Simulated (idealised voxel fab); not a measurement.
process module | voxel local oxidation
cross-section cut | 210 nm wide | cells 5 nm
A cross-section is a grid of square cells, given in bands from the top down. A band is one or more rows of cells.
Each band's line starts with the height of the band's top and of its bottom, in nm. Then come its materials from left to right, each with its width in nm. One material with "throughout" fills the band from edge to edge. "air" is empty space.
Height 0 is the level under which the wafer as received is all one material. The lowest band goes on downwards, as in "0 down".
A width such as "30 to 40" changes by the same amount from each row of cells to the next, from the band's top row to its bottom row.
"no change" after a step means that no cell of the cross-section changed.
closed voids: empty space of 8 cells or more with no open way to the top, each as width x height at its distance from the left edge, in nm
after a step's settings: what the simulator itself notes on the step
overlay nm, on a step with a mask: how far to the right of its planned place the mask lay; to the left if negative
plan
1 op RECEIVE | material Si
2 op OXIDIZE | depth nm 5
3 op CONFORMAL_DEP | material SiN | thk nm 10
4 op DIRECTIONAL_DEP | material aC | thk nm 15
5 op PATTERN | tone cover | mask id ACTIVE | material resist | width nm 90 | thk nm 30 | overlay nm 0
6 op DIRECTIONAL_ETCH | etch materials aC | depth nm 15
7 op STRIP | etch materials resist
8 op DIRECTIONAL_ETCH | etch materials SiN | depth nm 10
9 op STRIP | etch materials aC
10 op SELECTIVE_ETCH | etch materials SiO2 | depth nm 5
11 op OXIDIZE | depth nm 15
12 op STRIP | etch materials SiN
first wafer, as planned
as received, after step 1
  0 down: Si throughout
  closed voids: none
after step 2
  0 to -5: SiO2 throughout
  below -5: unchanged
after step 3
  10 to 0: SiN throughout
  below 0: unchanged
after step 4
  25 to 10: aC throughout
  below 10: unchanged
after step 5
  55 to 25: air 60 | resist 90 | air 60
  below 25: unchanged
after step 6
  40 to 25: air 60 | resist 90 | air 60
  25 to 10: air 60 | aC 90 | air 60
  below 10: unchanged
after step 7
  25 to 10: air 60 | aC 90 | air 60
  below 10: unchanged
after step 8
  25 to 10: air 60 | aC 90 | air 60
  10 to 0: air 60 | SiN 90 | air 60
  below 0: unchanged
after step 9
  10 to 0: air 60 | SiN 90 | air 60
  below 0: unchanged
after step 10
  10 to 0: air 60 | SiN 90 | air 60
  0 to -5: air 65 | SiO2 80 | air 65
  below -5: unchanged
after step 11
  10 to 0: air 60 | SiN 90 | air 60
  0 to -5: air 65 | SiO2 80 | air 65
  -5 to -20: SiO2 80 | Si 50 | SiO2 80
  below -20: unchanged
after step 12
  0 to -5: air 65 | SiO2 80 | air 65
  below -5: unchanged
second wafer: like start, like plan, one mistake. Through step 4 it matches the first wafer
when step 5 should have ended
  55 to 25: resist 60 | air 90 | resist 60
  below 25: unchanged
when step 6 should have ended
  40 to 25: resist 60 | air 90 | resist 60
  25 to 10: aC 60 | air 90 | aC 60
  below 10: unchanged
when step 7 should have ended
  25 to 10: aC 60 | air 90 | aC 60
  below 10: unchanged
when step 8 should have ended
  25 to 10: aC 60 | air 90 | aC 60
  10 to 0: SiN 60 | air 90 | SiN 60
  below 0: unchanged
when step 9 should have ended
  10 to 0: SiN 60 | air 90 | SiN 60
  below 0: unchanged
when step 10 should have ended
  10 to 0: SiN 60 | air 90 | SiN 60
  0 to -5: SiO2 55 | air 100 | SiO2 55
  below -5: unchanged
when step 11 should have ended
  10 to 0: SiN 60 | air 90 | SiN 60
  0 to -5: SiO2 55 | air 100 | SiO2 55
  -5 to -20: Si 40 | SiO2 130 | Si 40
  below -20: unchanged
when step 12 should have ended
  0 to -5: SiO2 55 | air 100 | SiO2 55
  below -5: unchanged
what went wrong: step 5 ran as: op PATTERN | tone open | mask id ACTIVE | material resist | width nm 90 | thk nm 30 | overlay nm 0
at the end the second wafer has, in cells: 18 more of Si | 12 fewer of SiO2
